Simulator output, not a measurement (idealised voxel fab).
Herein follows the process module entitled voxel double patterning.
FYI the section here is cut, 165 nm wide, cells are 5 nm squares.
Cross-section format: a grid of square cells, given as bands from top to bottom; each band is one or more rows of cells.
In this notation a band is specified by the heights of its top and bottom, in that order and in nm, after which its materials appear from left to right, each paired with its width in nm. The word "everywhere" attached to a single material means that material fills the band from edge to edge; the word "air" stands for empty space.
Basically, 0 is our baseline, since under it the wafer straight out of the box is all one material. The bottom band has no lower end and keeps on going down, so it looks like "0..down".
Read "30..40" as a graded width: first number on top, second number at the bottom, same change between each pair of neighbouring rows.
"no modifications" (step): cross-section cells unchanged, all of them.
"Listed closed voids" means: voids of 8 cells or more that are shut off from the top with no open way through. Written width x height at distance, distance from the left edge, in nm.
On each step's line, the part that comes after the settings is the simulator's own comment on the step.
"overlay nm" denotes, for a step that has a mask, the displacement of the mask to the right of its planned place, with negative values corresponding to the left.
The planned process steps are enumerated hereunder
1. RECEIVE: material Si
2. CONFORMAL_DEP: material SiO2, thk nm 10
3. DIRECTIONAL_DEP: material TiN, thk nm 20
4. DIRECTIONAL_DEP: material SiCN, thk nm 5
5. DIRECTIONAL_DEP: material aC, thk nm 15
6. PATTERN: tone open, mask id FIRST, material resist, width nm 15, pitch nm 50, thk nm 35, overlay nm 0
7. DIRECTIONAL_ETCH: etch materials aC, depth nm 15
8. STRIP: etch materials resist
9. DIRECTIONAL_ETCH: etch materials SiCN, depth nm 5
10. STRIP: etch materials aC
11. PATTERN: tone open, mask id SECOND, material resist, width nm 15, pitch nm 50, thk nm 20, overlay nm 0
12. DIRECTIONAL_ETCH: etch materials SiCN, depth nm 5
13. STRIP: etch materials resist
14. DIRECTIONAL_ETCH: etch materials TiN, depth nm 20
15. STRIP: etch materials SiCN
The first of two wafers, run as planned
Wafer cross-section on receipt, i.e. after step 1
  0..down = Si everywhere
  Listed closed voids: none
Presented here is a cross-section of the wafer after step 2 has been performed
  10..0 = SiO2 everywhere
  No changes below 0.
Presented here is a cross-section of the wafer after step 3 has been performed
  30..10 = TiN everywhere
  No changes below 10.
Presented here is a cross-section of the wafer after step 4 has been performed
  35..30 = SiCN everywhere
  No changes below 30.
Presented here is a cross-section of the wafer after step 5 has been performed
  50..35 = aC everywhere
  No changes below 35.
Presented here is a cross-section of the wafer after step 6 has been performed
  85..50 = resist 25 nm, air 15 nm, resist 35 nm, air 15 nm, resist 35 nm, air 15 nm, resist 25 nm
  No changes below 50.
Presented here is a cross-section of the wafer after step 7 has been performed
  70..50 = resist 25 nm, air 15 nm, resist 35 nm, air 15 nm, resist 35 nm, air 15 nm, resist 25 nm
  50..35 = aC 25 nm, air 15 nm, aC 35 nm, air 15 nm, aC 35 nm, air 15 nm, aC 25 nm
  No changes below 35.
Presented here is a cross-section of the wafer after step 8 has been performed
  50..35 = aC 25 nm, air 15 nm, aC 35 nm, air 15 nm, aC 35 nm, air 15 nm, aC 25 nm
  No changes below 35.
Presented here is a cross-section of the wafer after step 9 has been performed
  50..35 = aC 25 nm, air 15 nm, aC 35 nm, air 15 nm, aC 35 nm, air 15 nm, aC 25 nm
  35..30 = SiCN 25 nm, air 15 nm, SiCN 35 nm, air 15 nm, SiCN 35 nm, air 15 nm, SiCN 25 nm
  No changes below 30.
Presented here is a cross-section of the wafer after step 10 has been performed
  35..30 = SiCN 25 nm, air 15 nm, SiCN 35 nm, air 15 nm, SiCN 35 nm, air 15 nm, SiCN 25 nm
  No changes below 30.
Presented here is a cross-section of the wafer after step 11 has been performed
  55..35 = resist 50 nm, air 15 nm, resist 35 nm, air 15 nm, resist 50 nm
  35..30 = SiCN 25 nm, resist 15 nm, SiCN 35 nm, resist 15 nm, SiCN 35 nm, resist 15 nm, SiCN 25 nm
  No changes below 30.
Presented here is a cross-section of the wafer after step 12 has been performed
  55..35 = resist 50 nm, air 15 nm, resist 35 nm, air 15 nm, resist 50 nm
  35..30 = SiCN 25 nm, resist 15 nm, SiCN 10 nm, air 15 nm, SiCN 10 nm, resist 15 nm, SiCN 10 nm, air 15 nm, SiCN 10 nm, resist 15 nm, SiCN 25 nm
  No changes below 30.
Presented here is a cross-section of the wafer after step 13 has been performed
  35..30 = SiCN 25 nm, air 15 nm, SiCN 10 nm, air 15 nm, SiCN 10 nm, air 15 nm, SiCN 10 nm, air 15 nm, SiCN 10 nm, air 15 nm, SiCN 25 nm
  No changes below 30.
Presented here is a cross-section of the wafer after step 14 has been performed
  35..30 = SiCN 25 nm, air 15 nm, SiCN 10 nm, air 15 nm, SiCN 10 nm, air 15 nm, SiCN 10 nm, air 15 nm, SiCN 10 nm, air 15 nm, SiCN 25 nm
  30..10 = TiN 25 nm, air 15 nm, TiN 10 nm, air 15 nm, TiN 10 nm, air 15 nm, TiN 10 nm, air 15 nm, TiN 10 nm, air 15 nm, TiN 25 nm
  No changes below 10.
Presented here is a cross-section of the wafer after step 15 has been performed
  30..10 = TiN 25 nm, air 15 nm, TiN 10 nm, air 15 nm, TiN 10 nm, air 15 nm, TiN 10 nm, air 15 nm, TiN 10 nm, air 15 nm, TiN 25 nm
  No changes below 10.
Here the second wafer is described. Its start and its plan were those of the first wafer. Its run contained one mistake. Up to and including step 1, it did exactly what the first wafer did
Second wafer shown in cross-section at the time step 2 was slated to end
  20..0 = TiN everywhere
  No changes below 0.
Second wafer shown in cross-section at the time step 3 was slated to end
  30..20 = SiO2 everywhere
  No changes below 20.
Second wafer shown in cross-section at the time step 4 was slated to end
  35..30 = SiCN everywhere
  No changes below 30.
Second wafer shown in cross-section at the time step 5 was slated to end
  50..35 = aC everywhere
  No changes below 35.
Second wafer shown in cross-section at the time step 6 was slated to end
  85..50 = resist 25 nm, air 15 nm, resist 35 nm, air 15 nm, resist 35 nm, air 15 nm, resist 25 nm
  No changes below 50.
Second wafer shown in cross-section at the time step 7 was slated to end
  70..50 = resist 25 nm, air 15 nm, resist 35 nm, air 15 nm, resist 35 nm, air 15 nm, resist 25 nm
  50..35 = aC 25 nm, air 15 nm, aC 35 nm, air 15 nm, aC 35 nm, air 15 nm, aC 25 nm
  No changes below 35.
Second wafer shown in cross-section at the time step 8 was slated to end
  50..35 = aC 25 nm, air 15 nm, aC 35 nm, air 15 nm, aC 35 nm, air 15 nm, aC 25 nm
  No changes below 35.
Second wafer shown in cross-section at the time step 9 was slated to end
  50..35 = aC 25 nm, air 15 nm, aC 35 nm, air 15 nm, aC 35 nm, air 15 nm, aC 25 nm
  35..30 = SiCN 25 nm, air 15 nm, SiCN 35 nm, air 15 nm, SiCN 35 nm, air 15 nm, SiCN 25 nm
  No changes below 30.
Second wafer shown in cross-section at the time step 10 was slated to end
  35..30 = SiCN 25 nm, air 15 nm, SiCN 35 nm, air 15 nm, SiCN 35 nm, air 15 nm, SiCN 25 nm
  No changes below 30.
Second wafer shown in cross-section at the time step 11 was slated to end
  55..35 = resist 50 nm, air 15 nm, resist 35 nm, air 15 nm, resist 50 nm
  35..30 = SiCN 25 nm, resist 15 nm, SiCN 35 nm, resist 15 nm, SiCN 35 nm, resist 15 nm, SiCN 25 nm
  No changes below 30.
Second wafer shown in cross-section at the time step 12 was slated to end
  55..35 = resist 50 nm, air 15 nm, resist 35 nm, air 15 nm, resist 50 nm
  35..30 = SiCN 25 nm, resist 15 nm, SiCN 10 nm, air 15 nm, SiCN 10 nm, resist 15 nm, SiCN 10 nm, air 15 nm, SiCN 10 nm, resist 15 nm, SiCN 25 nm
  No changes below 30.
Second wafer shown in cross-section at the time step 13 was slated to end
  35..30 = SiCN 25 nm, air 15 nm, SiCN 10 nm, air 15 nm, SiCN 10 nm, air 15 nm, SiCN 10 nm, air 15 nm, SiCN 10 nm, air 15 nm, SiCN 25 nm
  No changes below 30.
Second wafer shown in cross-section at the time step 14 was slated to end: no modifications
Second wafer shown in cross-section at the time step 15 was slated to end
  30..20 = SiO2 everywhere
  No changes below 20.
What was done differently from what was planned? steps 2 and 3 run out of order (swapped)
Heads up, by the end the second wafer has more or fewer cells of some materials compared to the first: 60 more of TiN
